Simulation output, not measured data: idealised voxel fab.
This section sets out a process module, namely voxel tone inversion.
Section shown: cut. Width: 210 nm. Cell size: 5 nm, square.
Format of a cross-section: grid, square cells. Given as bands. Order: top down. Band: one or more rows of cells.
It is stipulated that each band's entry specify, in nanometres, the height of the top of the band and then that of its bottom, followed by the materials of the band in left-to-right sequence, each together with its width in nanometres. A single material marked by the word "full width" is understood to fill the band from edge to edge; the word "empty" is understood to denote empty space.
For the purposes of this specification, 0 denotes the height below which the wafer in its as-received condition is composed wholly of one material, and the lowermost band, lacking a lower limit, extends downward without end, as expressed in "from 0 down".
A width such as "30 to 40" changes by the same amount from each row of cells to the next, from the band's top row to its bottom row.
A step reported as "nothing got changed" is a step in which no cell of the cross-section changed.
Listed in "Trapped voids": every empty space of 8 or more cells without an open way to the top. Form: width x height at distance, the distance being from the left edge, all in nm.
Step line, after settings: the simulator's comment on this step.
overlay nm: how far to the right of its planned place the mask lay on this masked step (negative: to the left).

-- Here's what the planned process steps look like
- 1: RECEIVE with material Si
- 2: CONFORMAL_DEP with material SiN, thk nm 10
- 3: DIRECTIONAL_DEP with material aC, thk nm 25
- 4: PATTERN with tone cover, mask id POSTS, material resist, width nm 20, pitch nm 40, thk nm 30, overlay nm 0
- 5: DIRECTIONAL_ETCH with etch materials aC, depth nm 25
- 6: STRIP with etch materials resist
- 7: FILL_DEP with material lowk, thk nm 10
- 8: CMP with height nm 35
- 9: STRIP with etch materials aC
- 10: CONFORMAL_DEP with material TiN, thk nm 5
- 11: FILL_DEP with material W, thk nm 5
- 12: CMP with height nm 35
- 13: CONFORMAL_DEP with material SiCN, thk nm 5

-- Step 1 complete: cross-section of the wafer as received
> from 0 down: Si full width
> Trapped voids: none

-- As-planned run: cross-section of the first of two wafers at end of module
> from 40 to 35: SiCN full width
> from 35 to 15: lowk 75 nm / TiN 5 nm / W 10 nm / TiN 5 nm / lowk 20 nm / TiN 5 nm / W 10 nm / TiN 5 nm / lowk 75 nm
> from 15 to 10: lowk 75 nm / TiN 20 nm / lowk 20 nm / TiN 20 nm / lowk 75 nm
> from 10 to 0: SiN full width
> from 0 down: Si full width
> Trapped voids: none

-- second wafer at the end: like start, like plan, one mistake
> from 40 to 35: SiCN full width
> from 35 to 15: lowk 75 nm / SiCN 5 nm / W 10 nm / SiCN 5 nm / lowk 20 nm / SiCN 5 nm / W 10 nm / SiCN 5 nm / lowk 75 nm
> from 15 to 10: lowk 75 nm / SiCN 20 nm / lowk 20 nm / SiCN 20 nm / lowk 75 nm
> from 10 to 0: SiN full width
> from 0 down: Si full width
> Trapped voids: none
Run error: step 10 was processed under conditions differing from the plan, specifically as CONFORMAL_DEP with material SiCN, thk nm 5
Final wafer comparison in cells, second versus first, more or fewer per material: 24 more of SiCN, 24 fewer of TiN
